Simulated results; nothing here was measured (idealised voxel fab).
Process module heading - voxel ribs on slabs
The cross-section on display is named cut; it measures 265 nm wide, and its cells are 5 nm squares.
Each cross-section below is a grid of square cells, stated as bands in top-down order, with one or more rows of cells making up each band.
A band entry consists of two parts. The first gives the height of the band's top and the height of its bottom, in nm. The rest lists the band's materials from left to right, each with its width in nm. A single material labelled with the word "throughout" fills the band from edge to edge, and the word "air" marks empty space.
All heights in this document are referenced to 0, defined as the level beneath which the wafer, as received, consists entirely of one material. The lowest band is not bounded below; it extends indefinitely downward and is written in the form "0 down".
So if you see something like "30->40" for the width, read it as the top row of the band sitting at the first number and the bottom row at the second, with every row in between moving by the same amount as the last.
Key: "no modifications" - step with no changed cell in the cross-section.
Heads up: "Closed cavity list" only lists the empty pockets with no open path to the top that are 8 cells or more, and it writes them as width x height at distance, distance from the left edge, in nm.
Read whatever lies past the settings on a step's line as the simulator's own remark about the step.
The optional step-line setting "overlay nm" applies to steps with a mask and quantifies how far to the right of its planned location the mask lay, a negative value indicating leftward placement.

Planned process steps:
| 1 | op RECEIVE | material Si |
| 2 | op DIRECTIONAL_DEP | material SiO2 | thk nm 20 |
| 3 | op DIRECTIONAL_DEP | material polySi | thk nm 20 |
| 4 | op PATTERN | tone cover | mask id RIB | material resist | width nm 30 | thk nm 15 | overlay nm 0 |
| 5 | op DIRECTIONAL_ETCH | etch materials polySi | depth nm 5 |
| 6 | op STRIP | etch materials resist |
| 7 | op PATTERN | tone cover | mask id SLAB | material resist | width nm 90 | thk nm 20 | overlay nm 0 |
| 8 | op DIRECTIONAL_ETCH | etch materials polySi | depth nm 15 |
| 9 | op STRIP | etch materials resist |
| 10 | op FILL_DEP | material SiO2 | thk nm 30 |
| 11 | op CMP | height nm 60 |
| 12 | op DIRECTIONAL_DEP | material TiN | thk nm 10 |
| 13 | op PATTERN | tone cover | mask id HEATER | material resist | width nm 40 | thk nm 15 | overlay nm 0 |
| 14 | op DIRECTIONAL_ETCH | etch materials TiN | depth nm 10 |
| 15 | op STRIP | etch materials resist |
| 16 | op CONFORMAL_DEP | material SiN | thk nm 5 |

The first of two wafers, run as planned:

This is the cross-section of the wafer as we received it, i.e. after step 1:
* 0 down: Si throughout
* Closed cavity list: none

The wafer in cross-section once step 2 is complete:
* 20 to 0: SiO2 throughout
* Anything lower than 0 is untouched.

The wafer in cross-section once step 3 is complete:
* 40 to 20: polySi throughout
* Anything lower than 20 is untouched.

The wafer in cross-section once step 4 is complete:
* 55 to 40: air (115), resist (30), air (120)
* Anything lower than 40 is untouched.

The wafer in cross-section once step 5 is complete:
* 55 to 40: air (115), resist (30), air (120)
* 40 to 35: air (115), polySi (30), air (120)
* Anything lower than 35 is untouched.

The wafer in cross-section once step 6 is complete:
* 40 to 35: air (115), polySi (30), air (120)
* Anything lower than 35 is untouched.

The wafer in cross-section once step 7 is complete:
* 60 to 40: air (85), resist (90), air (90)
* 40 to 35: air (85), resist (30), polySi (30), resist (30), air (90)
* Anything lower than 35 is untouched.

The wafer in cross-section once step 8 is complete:
* 60 to 40: air (85), resist (90), air (90)
* 40 to 35: air (85), resist (30), polySi (30), resist (30), air (90)
* 35 to 20: air (85), polySi (90), air (90)
* Anything lower than 20 is untouched.

The wafer in cross-section once step 9 is complete:
* 40 to 35: air (115), polySi (30), air (120)
* Anything lower than 35 is untouched.

The wafer in cross-section once step 10 is complete:
* 70 to 40: SiO2 throughout
* 40 to 35: SiO2 (115), polySi (30), SiO2 (120)
* 35 to 20: SiO2 (85), polySi (90), SiO2 (90)
* Anything lower than 20 is untouched.

The wafer in cross-section once step 11 is complete:
* 60 to 40: SiO2 throughout
* Anything lower than 40 is untouched.

The wafer in cross-section once step 12 is complete:
* 70 to 60: TiN throughout
* Anything lower than 60 is untouched.

The wafer in cross-section once step 13 is complete:
* 85 to 70: air (110), resist (40), air (115)
* Anything lower than 70 is untouched.

The wafer in cross-section once step 14 is complete:
* 85 to 70: air (110), resist (40), air (115)
* 70 to 60: air (110), TiN (40), air (115)
* Anything lower than 60 is untouched.

The wafer in cross-section once step 15 is complete:
* 70 to 60: air (110), TiN (40), air (115)
* Anything lower than 60 is untouched.

The wafer in cross-section once step 16 is complete:
* 75 to 70: air (105), SiN (50), air (110)
* 70 to 65: air (105), SiN (5), TiN (40), SiN (5), air (110)
* 65 to 60: SiN (110), TiN (40), SiN (115)
* Anything lower than 60 is untouched.

Second Wafer (Identical Start and Plan, One Processing Error; Matches First Wafer Through Step 1):

Cross-section of the second wafer corresponding to the planned conclusion of step 2:
* 20 to 0: polySi throughout
* Anything lower than 0 is untouched.

Cross-section of the second wafer corresponding to the planned conclusion of step 3:
* 40 to 20: SiO2 throughout
* Anything lower than 20 is untouched.

Cross-section of the second wafer corresponding to the planned conclusion of step 4:
* 55 to 40: air (115), resist (30), air (120)
* Anything lower than 40 is untouched.

Cross-section of the second wafer corresponding to the planned conclusion of step 5: no modifications

Cross-section of the second wafer corresponding to the planned conclusion of step 6:
* 40 to 20: SiO2 throughout
* Anything lower than 20 is untouched.

Cross-section of the second wafer corresponding to the planned conclusion of step 7:
* 60 to 40: air (85), resist (90), air (90)
* Anything lower than 40 is untouched.

Cross-section of the second wafer corresponding to the planned conclusion of step 8: no modifications

Cross-section of the second wafer corresponding to the planned conclusion of step 9:
* 40 to 20: SiO2 throughout
* Anything lower than 20 is untouched.

Cross-section of the second wafer corresponding to the planned conclusion of step 10:
* 70 to 20: SiO2 throughout
* Anything lower than 20 is untouched.

Cross-section of the second wafer corresponding to the planned conclusion of step 11:
* 60 to 20: SiO2 throughout
* Anything lower than 20 is untouched.

Cross-section of the second wafer corresponding to the planned conclusion of step 12:
* 70 to 60: TiN throughout
* Anything lower than 60 is untouched.

Cross-section of the second wafer corresponding to the planned conclusion of step 13:
* 85 to 70: air (110), resist (40), air (115)
* Anything lower than 70 is untouched.

Cross-section of the second wafer corresponding to the planned conclusion of step 14:
* 85 to 70: air (110), resist (40), air (115)
* 70 to 60: air (110), TiN (40), air (115)
* Anything lower than 60 is untouched.

Cross-section of the second wafer corresponding to the planned conclusion of step 15:
* 70 to 60: air (110), TiN (40), air (115)
* Anything lower than 60 is untouched.

Cross-section of the second wafer corresponding to the planned conclusion of step 16:
* 75 to 70: air (105), SiN (50), air (110)
* 70 to 65: air (105), SiN (5), TiN (40), SiN (5), air (110)
* 65 to 60: SiN (110), TiN (40), SiN (115)
* Anything lower than 60 is untouched.
Against the plan, the run slipped here: steps 2 and 3 of the plan were run in the wrong order, each in the other's place
Bottom line after processing is that, in cells, the second wafer is up or down on some materials versus the first: SiO2 -152 | polySi +152
